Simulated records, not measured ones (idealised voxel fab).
Herein follows the process module entitled voxel trench capacitor.
The cross-section shown here is cut; it is 145 nm wide and divided into square cells measuring 5 nm on a side.
Reading order for cross-sections: top band down to bottom band. Underlying form: a grid of square cells. Band size: one or more rows of cells.
Heads up on the band format: heights come first, top then bottom, in nm. After that it's the materials left to right, each with its width in nm. A single material flagged "all across" fills the whole band edge to edge, and "air" means there's empty space there.
For the purposes of this specification, 0 denotes the height below which the wafer in its as-received condition is composed wholly of one material, and the lowermost band, lacking a lower limit, extends downward without end, as expressed in "top 0, no bottom".
The expression "30..40" gives the width at the extremes of the band, the first number at its top row of cells and the second at its bottom row, with the width changing by equal amounts from each row to the next in between.
Take "everything unchanged" at face value: in the step it is given for, the cross-section changed in none of its cells.
What "Non-vented voids" gives you is every empty space of 8 cells or more that is cut off from the top. Each appears as width x height at distance, with the distance taken from the left edge and width, height and distance all in nm.
That trailing text on a step's line, after the settings, is the simulator's own remark on the step.
overlay nm: mask right of planned place by this much (step with mask). Neg. = left.

## Planned step list for the process
- 1: RECEIVE, material Si
- 2: CONFORMAL_DEP, material SiN, thk nm 10
- 3: MASKED_ETCH, tone open, mask id TRENCH, width nm 30, pitch nm 45, etch materials SiN, depth nm 10, overlay nm 0
- 4: MASKED_ETCH, tone open, mask id TRENCH, width nm 30, pitch nm 45, etch materials Si, depth nm 25, overlay nm 0
- 5: CONFORMAL_DEP, material Al2O3, thk nm 5
- 6: CONFORMAL_DEP, material TiN, thk nm 5
- 7: FILL_DEP, material W, thk nm 10
- 8: CMP, height nm 10

## As received (post step 1): cross-section
  top 0, no bottom  Si all across
  Non-vented voids: none

## Run as planned - first of the two wafers cross-sectioned at the end of the module
  top 10, bottom 0  SiN: 35, then Al2O3: 5, then TiN: 5, then W: 10, then TiN: 5, then Al2O3: 5, then SiN: 15, then Al2O3: 5, then TiN: 5, then W: 10, then TiN: 5, then Al2O3: 5, then SiN: 35
  top 0, bottom -15  Si: 35, then Al2O3: 5, then TiN: 5, then W: 10, then TiN: 5, then Al2O3: 5, then Si: 15, then Al2O3: 5, then TiN: 5, then W: 10, then TiN: 5, then Al2O3: 5, then Si: 35
  top -15, bottom -20  Si: 35, then Al2O3: 5, then TiN: 20, then Al2O3: 5, then Si: 15, then Al2O3: 5, then TiN: 20, then Al2O3: 5, then Si: 35
  top -20, bottom -25  Si: 35, then Al2O3: 30, then Si: 15, then Al2O3: 30, then Si: 35
  top -25, no bottom  Si all across
  Non-vented voids: none

## This is the second of the two wafers, cross-sectioned at the end of the module; it started exactly like the first and was given the same plan, but it was run with one mistake
  top 10, bottom 0  SiN: 35, then Al2O3: 5, then TiN: 5, then W: 5, then TiN: 10..5, then Al2O3: 5..10, then SiN: 15, then Al2O3: 5, then TiN: 5, then W: 5, then TiN: 10..5, then Al2O3: 5..10, then SiN: 35
  top 0, bottom -15  Si: 35, then Al2O3: 5, then TiN: 5, then W: 5, then TiN: 5, then Al2O3: 5, then Si: 20, then Al2O3: 5, then TiN: 5, then W: 5, then TiN: 5, then Al2O3: 5, then Si: 40
  top -15, bottom -20  Si: 35, then Al2O3: 5, then TiN: 15, then Al2O3: 5, then Si: 20, then Al2O3: 5, then TiN: 15, then Al2O3: 5, then Si: 40
  top -20, bottom -25  Si: 35, then Al2O3: 25, then Si: 20, then Al2O3: 25, then Si: 40
  top -25, no bottom  Si all across
  Non-vented voids: none
Short version of what went wrong: so step 4 ended up running with a different setting than we planned, it ran as MASKED_ETCH, tone open, mask id TRENCH, width nm 30, pitch nm 45, etch materials Si, depth nm 25, overlay nm -5
Per the end-of-run cell counts, the second wafer holds more or fewer of some materials than the first: Si +10; W -10
